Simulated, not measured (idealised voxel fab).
Process module, titled voxel wiring stack
300 nm wide, 5 nm square cells: that's cross-section cut.
A cross-section in this document is a grid of square cells, and it is written down as bands, the top band listed before the ones below it; a band is made up of one or more rows of cells.
Band: top and bottom heights (nm) first, top before bottom; then materials from left to right, widths in nm. "everywhere" marks a sole material filling the band edge to edge. "empty" denotes empty space.
Ref level 0: as-received wafer is one material below here. Bottom band extends down with no lower bound ("0..down").
It should be noted that a width expressed as "30 to 40" varies in equal increments from row to row of cells within the band, taking the value of the first number at the top row and that of the second number at the bottom row.
Given "remained unchanged" for a step, no cell of the cross-section differs between before and after that step.
What "Closed void entries" gives you is every empty space of 8 cells or more that is cut off from the top. Each appears as width x height at distance, with the distance taken from the left edge and width, height and distance all in nm.
Post-settings text on a step line: simulator's own remark regarding the step.
overlay nm, on a step with a mask: how far to the right of its planned place the mask lay; to the left if negative

## List of planned process steps
1) RECEIVE (material Si)
2) CONFORMAL_DEP (material SiO2; thk nm 15)
3) DIRECTIONAL_DEP (material TiN; thk nm 5)
4) DIRECTIONAL_DEP (material W; thk nm 25)
5) DIRECTIONAL_DEP (material aC; thk nm 15)
6) PATTERN (tone cover; mask id METAL_1; material resist; width nm 30; pitch nm 50; thk nm 35; overlay nm 0)
7) DIRECTIONAL_ETCH (etch materials aC; depth nm 15)
8) STRIP (etch materials resist)
9) DIRECTIONAL_ETCH (etch materials W; depth nm 25)
10) DIRECTIONAL_ETCH (etch materials TiN; depth nm 5)
11) STRIP (etch materials aC)
12) CONFORMAL_DEP (material SiCN; thk nm 5)
13) FILL_DEP (material lowk; thk nm 10)
14) CMP (height nm 45)
15) CONFORMAL_DEP (material SiCN; thk nm 5)
16) DIRECTIONAL_DEP (material SiO2; thk nm 15)
17) DIRECTIONAL_DEP (material aC; thk nm 10)
18) PATTERN (tone open; mask id PLUG_1; material resist; width nm 15; pitch nm 50; thk nm 30; overlay nm 0)
19) DIRECTIONAL_ETCH (etch materials aC; depth nm 10)
20) STRIP (etch materials resist)
21) DIRECTIONAL_ETCH (etch materials SiO2; depth nm 15)
22) DIRECTIONAL_ETCH (etch materials SiCN; depth nm 5)
23) STRIP (etch materials aC)
24) EPI (material Ru; thk nm 10)
25) EPI (material Ru; thk nm 10)
26) DIRECTIONAL_DEP (material TiN; thk nm 5)
27) DIRECTIONAL_DEP (material Ru; thk nm 15)
28) PATTERN (tone cover; mask id METAL_2; material resist; width nm 30; pitch nm 50; thk nm 15; overlay nm 0)
29) DIRECTIONAL_ETCH (etch materials Ru; depth nm 15)
30) DIRECTIONAL_ETCH (etch materials TiN; depth nm 5)
31) STRIP (etch materials resist)
32) CONFORMAL_DEP (material SiN; thk nm 5)
33) FILL_DEP (material lowk; thk nm 10)
34) CMP (height nm 85)
35) CONFORMAL_DEP (material SiN; thk nm 5)

## The cross-section here shows the wafer as received, i.e. in its state after step 1
> 0..down: Si everywhere
> Closed void entries: none

## First of two wafers, end-of-module section, run followed plan
> 90..85: SiN everywhere
> 85..70: 80 of lowk, 5 of SiN, 30 of Ru, 5 of SiN, 10 of lowk, 5 of SiN, 30 of Ru, 5 of SiN, 10 of lowk, 5 of SiN, 30 of Ru, 5 of SiN, 80 of lowk
> 70..65: 85 of SiN, 30 of TiN, 20 of SiN, 30 of TiN, 20 of SiN, 30 of TiN, 85 of SiN
> 65..50: 85 of SiO2, 15 of Ru, 35 of SiO2, 15 of Ru, 35 of SiO2, 15 of Ru, 100 of SiO2
> 50..45: 85 of SiCN, 15 of Ru, 35 of SiCN, 15 of Ru, 35 of SiCN, 15 of Ru, 100 of SiCN
> 45..20: 80 of lowk, 5 of SiCN, 30 of W, 5 of SiCN, 10 of lowk, 5 of SiCN, 30 of W, 5 of SiCN, 10 of lowk, 5 of SiCN, 30 of W, 5 of SiCN, 80 of lowk
> 20..15: 85 of SiCN, 30 of TiN, 20 of SiCN, 30 of TiN, 20 of SiCN, 30 of TiN, 85 of SiCN
> 15..0: SiO2 everywhere
> 0..down: Si everywhere
> Closed void entries: none

## Second wafer cross-section at end of module - shared start and plan with the first, one mistake in the run
> 90..85: SiN everywhere
> 85..80: 80 of lowk, 40 of SiN, 10 of lowk, 40 of SiN, 10 of lowk, 40 of SiN, 80 of lowk
> 80..70: 80 of lowk, 5 of SiN, 30 of Ru, 5 of SiN, 10 of lowk, 5 of SiN, 30 of Ru, 5 of SiN, 10 of lowk, 5 of SiN, 30 of Ru, 5 of SiN, 80 of lowk
> 70..65: 85 of SiN, 30 of Ru, 20 of SiN, 30 of Ru, 20 of SiN, 30 of Ru, 85 of SiN
> 65..50: 85 of SiO2, 15 of Ru, 35 of SiO2, 15 of Ru, 35 of SiO2, 15 of Ru, 100 of SiO2
> 50..45: 85 of SiCN, 15 of Ru, 35 of SiCN, 15 of Ru, 35 of SiCN, 15 of Ru, 100 of SiCN
> 45..20: 80 of lowk, 5 of SiCN, 30 of W, 5 of SiCN, 10 of lowk, 5 of SiCN, 30 of W, 5 of SiCN, 10 of lowk, 5 of SiCN, 30 of W, 5 of SiCN, 80 of lowk
> 20..15: 85 of SiCN, 30 of TiN, 20 of SiCN, 30 of TiN, 20 of SiCN, 30 of TiN, 85 of SiCN
> 15..0: SiO2 everywhere
> 0..down: Si everywhere
> Closed void entries: none
In executing the process, a mistake was made relative to the plan: step 26 of the plan got skipped, so it never ran
In the final state, the cell counts of the second wafer exceed or fall short of those of the first for the following materials: 18 more of SiN, 18 fewer of TiN
